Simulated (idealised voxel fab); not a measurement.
Process module, titled voxel self aligned vias
The cross-section shown here is cut; it is 220 nm wide and divided into square cells measuring 5 nm on a side.
The cross-sections in this document take the form of a grid made of square cells. They are written out as bands, in order from top to bottom. Each band consists of one or more rows of cells.
The entry gives the band's vertical extent as a top height and a bottom height in nm, then its horizontal make-up as materials from left to right, each with a width in nm. "air" stands for empty space; a single material marked "everywhere" fills the band edge to edge.
Note: height 0 marks the level under which the wafer is uniformly one material as received. Lowest band unbounded below, written "0 and below".
The notation "30->40" denotes a width that varies across the rows of cells in the band, beginning at the first number in the top row, finishing at the second number in the bottom row, and changing by an identical amount from each row to the next.
"nothing changed", as given for a step, is the statement that not any cell of the cross-section underwent a change during that step.
So "Sealed-off cavities" is basically the list of trapped voids: any empty space of 8 cells or more that can't reach the top through an opening. They're written width x height at distance, the distance being from the left edge, and it's all nm.
Step line, after settings: the simulator's comment on this step.
The line of a step may include "overlay nm". On a step with a mask, this value is how far to the right of its planned place the mask lay. A negative value means the mask lay to the left.
So here's the lineup of process steps we planned:
1: RECEIVE | material Si
2: CONFORMAL_DEP | material SiO2 | thk nm 10
3: CONFORMAL_DEP | material SiCN | thk nm 5
4: DIRECTIONAL_DEP | material SiO2 | thk nm 20
5: MASKED_ETCH | tone open | mask id LINES | width nm 20 | pitch nm 60 | etch materials SiO2 | depth nm 20 | overlay nm 0
6: CONFORMAL_DEP | material TiN | thk nm 5
7: FILL_DEP | material W | thk nm 5
8: CMP | height nm 35
9: SELECTIVE_ETCH | etch materials W Ru TiN | depth nm 10
10: FILL_DEP | material SiN | thk nm 5
11: CMP | height nm 35
12: DIRECTIONAL_DEP | material SiO2 | thk nm 15
13: DIRECTIONAL_DEP | material aC | thk nm 15
14: PATTERN | tone open | mask id VIAS | material resist | width nm 40 | pitch nm 120 | thk nm 30 | overlay nm 0
15: DIRECTIONAL_ETCH | etch materials aC | depth nm 15
16: STRIP | etch materials resist
17: DIRECTIONAL_ETCH | etch materials SiO2 | depth nm 15
18: DIRECTIONAL_ETCH | etch materials SiN | depth nm 10
19: STRIP | etch materials aC
20: CONFORMAL_DEP | material TiN | thk nm 5
21: FILL_DEP | material W | thk nm 5
22: CMP | height nm 50
23: CONFORMAL_DEP | material SiCN | thk nm 5
Cross-section of the wafer upon arrival, representing the state reached after step 1:
* 0 and below = Si everywhere
* Sealed-off cavities: none
Wafer at module end, in section. Began as above, planned as above, run with one mistake:
* 55 down to 50 = SiCN everywhere
* 50 down to 35 = 30 of SiO2, then 5 of TiN, then 30 of W, then 5 of TiN, then 80 of SiO2, then 5 of TiN, then 30 of W, then 5 of TiN, then 30 of SiO2
* 35 down to 30 = 30 of SiO2, then 5 of TiN, then 30 of W, then 5 of TiN, then 30 of SiO2, then 20 of SiN, then 30 of SiO2, then 5 of TiN, then 30 of W, then 5 of TiN, then 30 of SiO2
* 30 down to 25 = 30 of SiO2, then 40 of TiN, then 30 of SiO2, then 20 of SiN, then 30 of SiO2, then 40 of TiN, then 30 of SiO2
* 25 down to 20 = 30 of SiO2, then 15 of TiN, then 10 of W, then 15 of TiN, then 30 of SiO2, then 5 of TiN, then 10 of W, then 5 of TiN, then 30 of SiO2, then 15 of TiN, then 10 of W, then 15 of TiN, then 30 of SiO2
* 20 down to 15 = 40 of SiO2, then 20 of TiN, then 40 of SiO2, then 20 of TiN, then 40 of SiO2, then 20 of TiN, then 40 of SiO2
* 15 down to 10 = SiCN everywhere
* 10 down to 0 = SiO2 everywhere
* 0 and below = Si everywhere
* Sealed-off cavities: none
Where did the run depart from the plan? plan step 17 was conducted twice
